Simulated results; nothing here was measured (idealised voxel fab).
Name of the process module below: voxel wiring stack
This is section cut - it's 260 nm across, gridded in 5 nm square cells.
Each cross-section below is a grid of square cells, stated as bands in top-down order, with one or more rows of cells making up each band. Read a band's entry like this: the first values are the height of its top and the height of its bottom in nm, and what follows is the sequence of materials from left to right, each with its width in nm. Note that "empty" is empty space, and that a single material marked "throughout" reaches across the band from edge to edge. Basically, 0 is our baseline, since under it the wafer straight out of the box is all one material. The bottom band has no lower end and keeps on going down, so it looks like "0..down". When a width is written as two numbers, as in "30..40", the first number is the width in the top row of cells of the band and the second is the width in its bottom row, and the width changes by the same amount from each row to the next. No cell of the cross-section changed in a step that is given as "nothing different". "Voids, enclosed" specifies each empty space that is not open to the top and that occupies no fewer than 8 cells, using the form width x height at distance, the distance measured from the left edge and all three quantities in nm. That trailing text on a step's line, after the settings, is the simulator's own remark on the step. For masked steps, "overlay nm" on the step line gives how far right of plan the mask actually lay; a minus sign means it lay to the left.

Intended process steps
- 1: RECEIVE: material Si
- 2: CONFORMAL_DEP: material SiO2, thk nm 15
- 3: DIRECTIONAL_DEP: material TiN, thk nm 5
- 4: DIRECTIONAL_DEP: material Ru, thk nm 25
- 5: PATTERN: tone cover, mask id METAL_1, material resist, width nm 30, pitch nm 45, thk nm 15, overlay nm 0
- 6: DIRECTIONAL_ETCH: etch materials Ru, depth nm 25
- 7: DIRECTIONAL_ETCH: etch materials TiN, depth nm 5
- 8: STRIP: etch materials resist
- 9: CONFORMAL_DEP: material SiCN, thk nm 5
- 10: FILL_DEP: material SiO2, thk nm 5
- 11: CMP: height nm 45
- 12: CONFORMAL_DEP: material SiCN, thk nm 5
- 13: DIRECTIONAL_DEP: material lowk, thk nm 20
- 14: MASKED_ETCH: tone open, mask id PLUG_1, width nm 15, pitch nm 90, etch materials lowk, depth nm 20, overlay nm 0
- 15: MASKED_ETCH: tone open, mask id PLUG_1, width nm 15, pitch nm 90, etch materials SiCN, depth nm 5, overlay nm 0
- 16: EPI: material Ru, thk nm 10
- 17: EPI: material Ru, thk nm 10
- 18: EPI: material Ru, thk nm 5
- 19: CONFORMAL_DEP: material SiN, thk nm 5
- 20: DIRECTIONAL_DEP: material SiO2, thk nm 25
- 21: DIRECTIONAL_DEP: material aC, thk nm 15
- 22: PATTERN: tone open, mask id METAL_2, material resist, width nm 30, pitch nm 45, thk nm 35, overlay nm 0
- 23: DIRECTIONAL_ETCH: etch materials aC, depth nm 15
- 24: STRIP: etch materials resist
- 25: DIRECTIONAL_ETCH: etch materials SiO2, depth nm 25
- 26: DIRECTIONAL_ETCH: etch materials SiN, depth nm 5
- 27: STRIP: etch materials aC
- 28: CONFORMAL_DEP: material TiN, thk nm 5
- 29: FILL_DEP: material Ru, thk nm 10
- 30: CMP: height nm 100
- 31: EPI: material Ru, thk nm 5
- 32: FILL_DEP: material SiCN, thk nm 5
- 33: DIRECTIONAL_DEP: material lowk, thk nm 25
- 34: PATTERN: tone open, mask id METAL_3, material resist, width nm 30, pitch nm 45, thk nm 20, overlay nm 0
- 35: DIRECTIONAL_ETCH: etch materials lowk, depth nm 15
- 36: STRIP: etch materials resist
- 37: DIRECTIONAL_DEP: material aC, thk nm 15
- 38: PATTERN: tone open, mask id METAL_3_HOLES, material resist, width nm 15, pitch nm 45, thk nm 30, overlay nm 0
- 39: DIRECTIONAL_ETCH: etch materials aC, depth nm 15
- 40: STRIP: etch materials resist
- 41: DIRECTIONAL_ETCH: etch materials lowk, depth nm 10
- 42: DIRECTIONAL_ETCH: etch materials SiCN, depth nm 5
- 43: STRIP: etch materials aC
- 44: CONFORMAL_DEP: material TiN, thk nm 5
- 45: FILL_DEP: material Cu, thk nm 5
- 46: CMP: height nm 135
- 47: CONFORMAL_DEP: material SiN, thk nm 5

Delivered wafer in cross-section: state after step 1
0..down  Si throughout
Voids, enclosed: none

Wafer cross-section at module end: first of two, run to plan
140..135  SiN throughout
135..125  lowk 70 nm, then TiN 5 nm, then Cu 20 nm, then TiN 5 nm, then lowk 15 nm, then TiN 5 nm, then Cu 20 nm, then TiN 5 nm, then lowk 15 nm, then TiN 5 nm, then Cu 20 nm, then TiN 5 nm, then lowk 70 nm
125..120  lowk 70 nm, then TiN 5 nm, then Cu 5 nm, then TiN 20 nm, then lowk 15 nm, then TiN 5 nm, then Cu 5 nm, then TiN 20 nm, then lowk 15 nm, then TiN 5 nm, then Cu 5 nm, then TiN 20 nm, then lowk 70 nm
120..110  lowk 70 nm, then TiN 5 nm, then Cu 5 nm, then TiN 5 nm, then lowk 30 nm, then TiN 5 nm, then Cu 5 nm, then TiN 5 nm, then lowk 30 nm, then TiN 5 nm, then Cu 5 nm, then TiN 5 nm, then lowk 85 nm
110..105  SiCN 70 nm, then TiN 15 nm, then SiCN 30 nm, then TiN 15 nm, then SiCN 30 nm, then TiN 15 nm, then SiCN 85 nm
105..100  SiCN 65 nm, then Ru 40 nm, then SiCN 5 nm, then Ru 40 nm, then SiCN 5 nm, then Ru 40 nm, then SiCN 65 nm
100..75  SiO2 70 nm, then TiN 5 nm, then Ru 20 nm, then TiN 5 nm, then SiO2 15 nm, then TiN 5 nm, then Ru 20 nm, then TiN 5 nm, then SiO2 15 nm, then TiN 5 nm, then Ru 20 nm, then TiN 5 nm, then SiO2 70 nm
75..70  SiN 70 nm, then TiN 30 nm, then SiN 15 nm, then TiN 30 nm, then SiN 15 nm, then TiN 30 nm, then SiN 70 nm
70..50  lowk 70 nm, then Ru 15 nm, then lowk 75 nm, then Ru 15 nm, then lowk 85 nm
50..45  SiCN 70 nm, then Ru 15 nm, then SiCN 75 nm, then Ru 15 nm, then SiCN 85 nm
45..20  SiO2 65 nm, then SiCN 5 nm, then Ru 30 nm, then SiCN 5 nm, then SiO2 5 nm, then SiCN 5 nm, then Ru 30 nm, then SiCN 5 nm, then SiO2 5 nm, then SiCN 5 nm, then Ru 30 nm, then SiCN 5 nm, then SiO2 65 nm
20..15  SiCN 70 nm, then TiN 30 nm, then SiCN 15 nm, then TiN 30 nm, then SiCN 15 nm, then TiN 30 nm, then SiCN 70 nm
15..0  SiO2 throughout
0..down  Si throughout
Voids, enclosed: none

Cross-sectional image of the second wafer of the two following completion of the module. Starting state and process plan were the same as for the first wafer; one execution error occurred
140..135  SiN throughout
135..125  lowk 70 nm, then TiN 5 nm, then Cu 20 nm, then TiN 5 nm, then lowk 15 nm, then TiN 5 nm, then Cu 20 nm, then TiN 5 nm, then lowk 15 nm, then TiN 5 nm, then Cu 20 nm, then TiN 5 nm, then lowk 70 nm
125..120  lowk 70 nm, then TiN 5 nm, then Cu 5 nm, then TiN 20 nm, then lowk 15 nm, then TiN 5 nm, then Cu 5 nm, then TiN 20 nm, then lowk 15 nm, then TiN 5 nm, then Cu 5 nm, then TiN 20 nm, then lowk 70 nm
120..110  lowk 70 nm, then TiN 5 nm, then Cu 5 nm, then TiN 5 nm, then lowk 30 nm, then TiN 5 nm, then Cu 5 nm, then TiN 5 nm, then lowk 30 nm, then TiN 5 nm, then Cu 5 nm, then TiN 5 nm, then lowk 85 nm
110..105  SiCN 70 nm, then TiN 15 nm, then SiCN 30 nm, then TiN 15 nm, then SiCN 30 nm, then TiN 15 nm, then SiCN 85 nm
105..100  SiCN 70 nm, then Ru 30 nm, then SiCN 15 nm, then Ru 30 nm, then SiCN 15 nm, then Ru 30 nm, then SiCN 70 nm
100..75  SiO2 70 nm, then SiN 5 nm, then Ru 20 nm, then SiN 5 nm, then SiO2 15 nm, then SiN 5 nm, then Ru 20 nm, then SiN 5 nm, then SiO2 15 nm, then SiN 5 nm, then Ru 20 nm, then SiN 5 nm, then SiO2 70 nm
75..70  SiN throughout
70..50  lowk 70 nm, then Ru 15 nm, then lowk 75 nm, then Ru 15 nm, then lowk 85 nm
50..45  SiCN 70 nm, then Ru 15 nm, then SiCN 75 nm, then Ru 15 nm, then SiCN 85 nm
45..20  SiO2 65 nm, then SiCN 5 nm, then Ru 30 nm, then SiCN 5 nm, then SiO2 5 nm, then SiCN 5 nm, then Ru 30 nm, then SiCN 5 nm, then SiO2 5 nm, then SiCN 5 nm, then Ru 30 nm, then SiCN 5 nm, then SiO2 65 nm
20..15  SiCN 70 nm, then TiN 30 nm, then SiCN 15 nm, then TiN 30 nm, then SiCN 15 nm, then TiN 30 nm, then SiCN 70 nm
15..0  SiO2 throughout
0..down  Si throughout
Voids, enclosed: none
What was the processing mistake? step 28 was run on a setting that differed from the plan, and what really ran there is CONFORMAL_DEP: material SiN, thk nm 5
It is noted that, at the conclusion of processing, the second wafer exhibits a higher or lower cell count for certain materials relative to the first: Ru -6; SiCN +6; SiN +48; TiN -48
